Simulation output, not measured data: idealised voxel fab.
process module | voxel ribs on slabs
cross-section cut | 150 nm wide | cells 5 nm
A cross-section is a grid of square cells, given in bands from the top down. A band is one or more rows of cells.
Each band's line starts with the height of the band's top and of its bottom, in nm. Then come its materials from left to right, each with its width in nm. One material with "throughout" fills the band from edge to edge. "air" is empty space.
Height 0 is the level under which the wafer as received is all one material. The lowest band goes on downwards, as in "0 down".
A width such as "30 to 40" changes by the same amount from each row of cells to the next, from the band's top row to its bottom row.
"no change" after a step means that no cell of the cross-section changed.
closed voids: empty space of 8 cells or more with no open way to the top, each as width x height at its distance from the left edge, in nm
after a step's settings: what the simulator itself notes on the step
overlay nm, on a step with a mask: how far to the right of its planned place the mask lay; to the left if negative
plan
1 op RECEIVE | material Si
2 op DIRECTIONAL_DEP | material SiO2 | thk nm 20
3 op DIRECTIONAL_DEP | material polySi | thk nm 15
4 op PATTERN | tone cover | mask id RIB | material resist | width nm 25 | thk nm 20 | overlay nm 0
5 op DIRECTIONAL_ETCH | etch materials polySi | depth nm 10
6 op STRIP | etch materials resist
7 op PATTERN | tone cover | mask id SLAB | material resist | width nm 85 | thk nm 20 | overlay nm 0
8 op DIRECTIONAL_ETCH | etch materials polySi | depth nm 5
9 op STRIP | etch materials resist
10 op FILL_DEP | material SiO2 | thk nm 20
11 op CMP | height nm 45
12 op DIRECTIONAL_DEP | material W | thk nm 10
13 op MASKED_ETCH | tone cover | mask id HEATER | width nm 35 | etch materials W | depth nm 10 | overlay nm -15
14 op CONFORMAL_DEP | material SiN | thk nm 10
varied across the wafers: overlay nm of step 13. The plan shows the first wafer's value. All wafers start alike
first wafer as received, after step 1
  0 down: Si throughout
  closed voids: none
each wafer at the end: cells of each material gained (+) or lost (-) since it was received, then its closed voids
overlay nm -15 | +68 SiN | +243 SiO2 | +14 W | +27 polySi | closed voids: none
overlay nm -10 | +68 SiN | +243 SiO2 | +14 W | +27 polySi | closed voids: none
overlay nm -5 | +68 SiN | +243 SiO2 | +14 W | +27 polySi | closed voids: none
overlay nm 0 | +68 SiN | +243 SiO2 | +14 W | +27 polySi | closed voids: none
overlay nm 5 | +68 SiN | +243 SiO2 | +14 W | +27 polySi | closed voids: none
overlay nm 10 | +68 SiN | +243 SiO2 | +14 W | +27 polySi | closed voids: none
overlay nm 15 | +68 SiN | +243 SiO2 | +14 W | +27 polySi | closed voids: none
